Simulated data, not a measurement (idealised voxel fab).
process module | voxel capacitor over wiring
cross-section cut | 190 nm wide | cells 5 nm
A cross-section is a grid of square cells, given in bands from the top down. A band is one or more rows of cells.
Each band's line starts with the height of the band's top and of its bottom, in nm. Then come its materials from left to right, each with its width in nm. One material with "throughout" fills the band from edge to edge. "air" is empty space.
Height 0 is the level under which the wafer as received is all one material. The lowest band goes on downwards, as in "0 down".
A width such as "30 to 40" changes by the same amount from each row of cells to the next, from the band's top row to its bottom row.
"no change" after a step means that no cell of the cross-section changed.
closed voids: empty space of 8 cells or more with no open way to the top, each as width x height at its distance from the left edge, in nm
after a step's settings: what the simulator itself notes on the step
overlay nm, on a step with a mask: how far to the right of its planned place the mask lay; to the left if negative
plan
1 op RECEIVE | material Si
2 op CONFORMAL_DEP | material SiO2 | thk nm 15
3 op DIRECTIONAL_DEP | material TiN | thk nm 5
4 op DIRECTIONAL_DEP | material Ru | thk nm 15
5 op PATTERN | tone cover | mask id METAL_1 | material resist | width nm 30 | pitch nm 95 | thk nm 20 | overlay nm 0
6 op DIRECTIONAL_ETCH | etch materials Ru | depth nm 15
7 op DIRECTIONAL_ETCH | etch materials TiN | depth nm 5
8 op STRIP | etch materials resist
9 op FILL_DEP | material lowk | thk nm 5
10 op CMP | height nm 35
11 op CONFORMAL_DEP | material SiCN | thk nm 5
12 op DIRECTIONAL_DEP | material SiO2 | thk nm 20
13 op DIRECTIONAL_DEP | material aC | thk nm 10
14 op PATTERN | tone open | mask id PLUG_1 | material resist | width nm 15 | thk nm 25 | overlay nm 0
15 op DIRECTIONAL_ETCH | etch materials aC | depth nm 10
16 op STRIP | etch materials resist
17 op DIRECTIONAL_ETCH | etch materials SiO2 | depth nm 20
18 op DIRECTIONAL_ETCH | etch materials SiCN | depth nm 5
19 op STRIP | etch materials aC
20 op EPI | material Ru | thk nm 10
21 op EPI | material Ru | thk nm 10
22 op EPI | material Ru | thk nm 5
23 op DIRECTIONAL_DEP | material TiN | thk nm 5
24 op DIRECTIONAL_DEP | material Al2O3 | thk nm 5
25 op DIRECTIONAL_DEP | material TiN | thk nm 10
26 op DIRECTIONAL_DEP | material aC | thk nm 10
27 op PATTERN | tone cover | mask id UPPER_PLATE | material resist | width nm 70 | thk nm 25 | overlay nm 0
28 op DIRECTIONAL_ETCH | etch materials aC | depth nm 10
29 op STRIP | etch materials resist
30 op DIRECTIONAL_ETCH | etch materials TiN | depth nm 10
31 op DIRECTIONAL_ETCH | etch materials Al2O3 | depth nm 5
32 op STRIP | etch materials aC
33 op DIRECTIONAL_DEP | material aC | thk nm 15
34 op PATTERN | tone cover | mask id LOWER_PLATE | material resist | width nm 80 | thk nm 35 | overlay nm 0
35 op DIRECTIONAL_ETCH | etch materials aC | depth nm 15
36 op STRIP | etch materials resist
37 op DIRECTIONAL_ETCH | etch materials TiN | depth nm 5
38 op STRIP | etch materials aC
39 op FILL_DEP | material SiO2 | thk nm 15
40 op CMP | height nm 80
41 op MASKED_ETCH | tone open | mask id PLUG_2 | width nm 15 | etch materials SiO2 | depth nm 10 | overlay nm 0
42 op CONFORMAL_DEP | material TiN | thk nm 5
43 op FILL_DEP | material W | thk nm 10
44 op CMP | height nm 90
45 op CONFORMAL_DEP | material SiCN | thk nm 5
varied across the wafers: height nm of step 40. The plan shows the first wafer's value. All wafers start alike
first wafer as received, after step 1
  0 down: Si throughout
  closed voids: none
each wafer at the end: cells of each material gained (+) or lost (-) since it was received, then its closed voids
height nm 80 | +14 Al2O3 | +51 Ru | +73 SiCN | +348 SiO2 | +94 TiN | +38 W | +104 lowk | closed voids: none
height nm 85 | +14 Al2O3 | +51 Ru | +73 SiCN | +383 SiO2 | +96 TiN | +1 W | +104 lowk | closed voids: none
height nm 90 | +14 Al2O3 | +51 Ru | +73 SiCN | +418 SiO2 | +61 TiN | +1 W | +104 lowk | closed voids: none
height nm 95 | +14 Al2O3 | +51 Ru | +73 SiCN | +421 SiO2 | +59 TiN | +104 lowk | closed voids: none
